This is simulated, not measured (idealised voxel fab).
Module name: voxel capacitor over wiring (process module)
The figure presents cross-section cut, which has a width of 245 nm and is divided into square cells with an edge length of 5 nm.
Think of the cross-section as a grid of square cells. We describe it in bands, top to bottom, and each band covers one or more rows of those cells. Band entry format. Leading values: height of top, height of bottom, nm. Remainder: materials in left-to-right order, each with its width in nm. Special words: "full width" on a single material, which then fills the band edge to edge; "air", empty space. Heights are measured from 0, the level below which the as-received wafer is all one material; the lowest band has no bottom and continues downward, written as in "z 0 and below". With a width like "30 to 40", each row of cells in the band differs from the next by the same amount, the top row carrying the first number and the bottom row the second. Take "identical to before" at face value: in the step it is given for, the cross-section changed in none of its cells. "Closed voids list": sealed empty spaces, 8 cells or more, no open way to top, listed width x height at distance, with distance from the left edge and width, height and distance in nm. On each step's line, the part that comes after the settings is the simulator's own comment on the step. overlay nm: on a step with a mask, how far right of its planned place the mask lay; negative means left.
**Process steps - plan**
- 1: RECEIVE: material Si
- 2: CONFORMAL_DEP: material SiO2, thk nm 10
- 3: CONFORMAL_DEP: material SiN, thk nm 5
- 4: DIRECTIONAL_DEP: material SiO2, thk nm 15
- 5: DIRECTIONAL_DEP: material aC, thk nm 15
- 6: PATTERN: tone open, mask id METAL_1, material resist, width nm 25, pitch nm 75, thk nm 30, overlay nm 0
- 7: DIRECTIONAL_ETCH: etch materials aC, depth nm 15
- 8: STRIP: etch materials resist
- 9: DIRECTIONAL_ETCH: etch materials SiO2, depth nm 15
- 10: DIRECTIONAL_ETCH: etch materials SiN, depth nm 5
- 11: STRIP: etch materials aC
- 12: CONFORMAL_DEP: material TiN, thk nm 5
- 13: FILL_DEP: material Cu, thk nm 5
- 14: CMP: height nm 30
- 15: CONFORMAL_DEP: material SiCN, thk nm 5
- 16: DIRECTIONAL_DEP: material lowk, thk nm 15
- 17: PATTERN: tone open, mask id PLUG_1, material resist, width nm 15, thk nm 20, overlay nm 0
- 18: DIRECTIONAL_ETCH: etch materials lowk, depth nm 15
- 19: DIRECTIONAL_ETCH: etch materials SiCN, depth nm 5
- 20: STRIP: etch materials resist
- 21: CONFORMAL_DEP: material TiN, thk nm 5
- 22: FILL_DEP: material Ru, thk nm 10
- 23: CMP: height nm 50
- 24: DIRECTIONAL_DEP: material TiN, thk nm 10
- 25: DIRECTIONAL_DEP: material HfO2, thk nm 5
- 26: DIRECTIONAL_DEP: material TiN, thk nm 10
- 27: MASKED_ETCH: tone cover, mask id UPPER_PLATE, width nm 55, etch materials TiN, depth nm 10, overlay nm 0
- 28: MASKED_ETCH: tone cover, mask id UPPER_PLATE, width nm 55, etch materials HfO2, depth nm 5, overlay nm 0
- 29: PATTERN: tone cover, mask id LOWER_PLATE, material resist, width nm 65, thk nm 20, overlay nm 0
- 30: DIRECTIONAL_ETCH: etch materials TiN, depth nm 10
- 31: STRIP: etch materials resist
- 32: FILL_DEP: material SiO2, thk nm 15
- 33: CMP: height nm 85
- 34: DIRECTIONAL_DEP: material aC, thk nm 10
- 35: PATTERN: tone open, mask id PLUG_2, material resist, width nm 15, thk nm 30, overlay nm 0
- 36: DIRECTIONAL_ETCH: etch materials aC, depth nm 10
- 37: STRIP: etch materials resist
- 38: DIRECTIONAL_ETCH: etch materials SiO2, depth nm 10
- 39: STRIP: etch materials aC
- 40: CONFORMAL_DEP: material TiN, thk nm 5
- 41: FILL_DEP: material Ru, thk nm 10
- 42: CMP: height nm 85
- 43: CONFORMAL_DEP: material SiN, thk nm 5
The plan's step 35 width nm is the first wafer's value; the wafers differ in this setting and start identical.
**The first of several wafers as received, shown in cross-section; this is its state after step 1**
  z 0 and below  Si full width
  Closed voids list: none
**Wafer cross-section (first of several) - module end, post step 43 (last step)**
  z 90 to 85  SiN full width
  z 85 to 80  SiO2: 90; TiN: 5; Ru: 5; TiN: 5; SiO2: 140
  z 80 to 75  SiO2: 90; TiN: 15; SiO2: 140
  z 75 to 65  SiO2: 80; TiN: 55; SiO2: 110
  z 65 to 60  SiO2: 80; HfO2: 55; SiO2: 110
  z 60 to 50  SiO2: 75; TiN: 65; SiO2: 105
  z 50 to 35  lowk: 80; TiN: 5; Ru: 5; TiN: 5; lowk: 150
  z 35 to 30  SiCN: 80; TiN: 15; SiCN: 150
  z 30 to 15  SiO2: 70; TiN: 5; Cu: 15; TiN: 5; SiO2: 50; TiN: 5; Cu: 15; TiN: 5; SiO2: 75
  z 15 to 10  SiN: 70; TiN: 25; SiN: 50; TiN: 25; SiN: 75
  z 10 to 0  SiO2 full width
  z 0 and below  Si full width
  Closed voids list: none
**The module's end: a cross-section of the last wafer**
  z 90 to 85  SiN full width
  z 85 to 80  SiO2: 85; TiN: 5; Ru: 20; TiN: 5; SiO2: 130
  z 80 to 75  SiO2: 85; TiN: 30; SiO2: 130
  z 75 to 65  SiO2: 80; TiN: 55; SiO2: 110
  z 65 to 60  SiO2: 80; HfO2: 55; SiO2: 110
  z 60 to 50  SiO2: 75; TiN: 65; SiO2: 105
  z 50 to 35  lowk: 80; TiN: 5; Ru: 5; TiN: 5; lowk: 150
  z 35 to 30  SiCN: 80; TiN: 15; SiCN: 150
  z 30 to 15  SiO2: 70; TiN: 5; Cu: 15; TiN: 5; SiO2: 50; TiN: 5; Cu: 15; TiN: 5; SiO2: 75
  z 15 to 10  SiN: 70; TiN: 25; SiN: 50; TiN: 25; SiN: 75
  z 10 to 0  SiO2 full width
  z 0 and below  Si full width
  Closed voids list: none
**Below, a row for every wafer. Read it as the end-of-module picture: for each material the wafer shows its cells gained (+) or lost (-) since it was received, and then its closed voids**
width nm 15; +18 Cu; +11 HfO2; +4 Ru; +46 SiCN; +88 SiN; +493 SiO2; +84 TiN; +138 lowk; Closed voids list: none
width nm 20; +18 Cu; +11 HfO2; +5 Ru; +46 SiCN; +88 SiN; +491 SiO2; +85 TiN; +138 lowk; Closed voids list: none
width nm 25; +18 Cu; +11 HfO2; +6 Ru; +46 SiCN; +88 SiN; +489 SiO2; +86 TiN; +138 lowk; Closed voids list: none
width nm 30; +18 Cu; +11 HfO2; +7 Ru; +46 SiCN; +88 SiN; +487 SiO2; +87 TiN; +138 lowk; Closed voids list: none
